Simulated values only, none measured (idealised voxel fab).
Presented below is a process module, voxel ribs on slabs.
In the cross-section labelled cut, the width is 270 nm and each square cell is 5 nm.
Square cells in a grid make up a cross-section in this document, and the grid is given as bands, listed from the top down, each one or more rows of cells. Band: top height; bottom height; in nm. Then, left to right: material with width in nm, for each material. "all across": a single material spanning edge to edge. "air": empty space. Convention: height 0 is the level below which the wafer, as received, is all one material. The lowest band does not terminate at the bottom but continues downward, represented as "top 0, no bottom". A two-number width, for instance "30 to 40", indicates that the width is equal to the first number in the top row of the band and to the second number in the bottom row, and that it changes by a constant amount per row of cells. No cell of the cross-section changed in a step that is given as "no change occurred". Closed-off voids of 8+ cells (no open route to the top) go in "Voids, sealed", written width x height at distance from the left edge, in nm. Past the settings on a step's line: simulator remark, on that step. The line of a step may include "overlay nm". On a step with a mask, this value is how far to the right of its planned place the mask lay. A negative value means the mask lay to the left.

## Below is the list of planned process steps
1) op RECEIVE | material Si
2) op DIRECTIONAL_DEP | material SiO2 | thk nm 30
3) op DIRECTIONAL_DEP | material SiN | thk nm 20
4) op DIRECTIONAL_DEP | material aC | thk nm 10
5) op PATTERN | tone cover | mask id RIB | material resist | width nm 15 | thk nm 30 | overlay nm 0
6) op DIRECTIONAL_ETCH | etch materials aC | depth nm 10
7) op STRIP | etch materials resist
8) op DIRECTIONAL_ETCH | etch materials SiN | depth nm 15
9) op STRIP | etch materials aC
10) op MASKED_ETCH | tone cover | mask id SLAB | width nm 75 | etch materials SiN | depth nm 5 | overlay nm 0
11) op FILL_DEP | material SiO2 | thk nm 25
12) op CMP | height nm 70
13) op DIRECTIONAL_DEP | material W | thk nm 5
14) op MASKED_ETCH | tone cover | mask id HEATER | width nm 25 | etch materials W | depth nm 5 | overlay nm 0
15) op CONFORMAL_DEP | material SiO2 | thk nm 5

## First out of two wafers; run went to plan

## Step 1 complete: cross-section of the wafer as received
- top 0, no bottom = Si all across
- Voids, sealed: none

## The wafer in cross-section once step 2 is complete
- top 30, bottom 0 = SiO2 all across
- For the remainder of the cross-section, below 0, there is no change.

## The wafer in cross-section once step 3 is complete
- top 50, bottom 30 = SiN all across
- For the remainder of the cross-section, below 30, there is no change.

## The wafer in cross-section once step 4 is complete
- top 60, bottom 50 = aC all across
- For the remainder of the cross-section, below 50, there is no change.

## The wafer in cross-section once step 5 is complete
- top 90, bottom 60 = air=125, then resist=15, then air=130
- For the remainder of the cross-section, below 60, there is no change.

## The wafer in cross-section once step 6 is complete
- top 80, bottom 60 = air=125, then resist=15, then air=130
- top 60, bottom 50 = air=125, then aC=15, then air=130
- For the remainder of the cross-section, below 50, there is no change.

## The wafer in cross-section once step 7 is complete
- top 60, bottom 50 = air=125, then aC=15, then air=130
- For the remainder of the cross-section, below 50, there is no change.

## The wafer in cross-section once step 8 is complete
- top 60, bottom 50 = air=125, then aC=15, then air=130
- top 50, bottom 35 = air=125, then SiN=15, then air=130
- For the remainder of the cross-section, below 35, there is no change.

## The wafer in cross-section once step 9 is complete
- top 50, bottom 35 = air=125, then SiN=15, then air=130
- For the remainder of the cross-section, below 35, there is no change.

## The wafer in cross-section once step 10 is complete
- top 50, bottom 35 = air=125, then SiN=15, then air=130
- top 35, bottom 30 = air=95, then SiN=75, then air=100
- For the remainder of the cross-section, below 30, there is no change.

## The wafer in cross-section once step 11 is complete
- top 75, bottom 50 = SiO2 all across
- top 50, bottom 35 = SiO2=125, then SiN=15, then SiO2=130
- top 35, bottom 30 = SiO2=95, then SiN=75, then SiO2=100
- For the remainder of the cross-section, below 30, there is no change.

## The wafer in cross-section once step 12 is complete
- top 70, bottom 50 = SiO2 all across
- For the remainder of the cross-section, below 50, there is no change.

## The wafer in cross-section once step 13 is complete
- top 75, bottom 70 = W all across
- For the remainder of the cross-section, below 70, there is no change.

## The wafer in cross-section once step 14 is complete
- top 75, bottom 70 = air=120, then W=25, then air=125
- For the remainder of the cross-section, below 70, there is no change.

## The wafer in cross-section once step 15 is complete
- top 80, bottom 75 = air=115, then SiO2=35, then air=120
- top 75, bottom 70 = SiO2=120, then W=25, then SiO2=125
- For the remainder of the cross-section, below 70, there is no change.

## second wafer: like start, like plan, one mistake. Through step 13 it matches the first wafer

## Cross-sectional view of the second wafer at the intended end time of process step 14
- top 75, bottom 70 = air=120, then W=30, then air=120
- For the remainder of the cross-section, below 70, there is no change.

## Cross-sectional view of the second wafer at the intended end time of process step 15
- top 80, bottom 75 = air=115, then SiO2=40, then air=115
- top 75, bottom 70 = SiO2=120, then W=30, then SiO2=120
- For the remainder of the cross-section, below 70, there is no change.
Error vs. plan: for step 14, the planned setting was not used; the step was instead run as op MASKED_ETCH | tone cover | mask id HEATER | width nm 30 | etch materials W | depth nm 5 | overlay nm 0
In the final state, the cell counts of the second wafer exceed or fall short of those of the first for the following materials: W +1
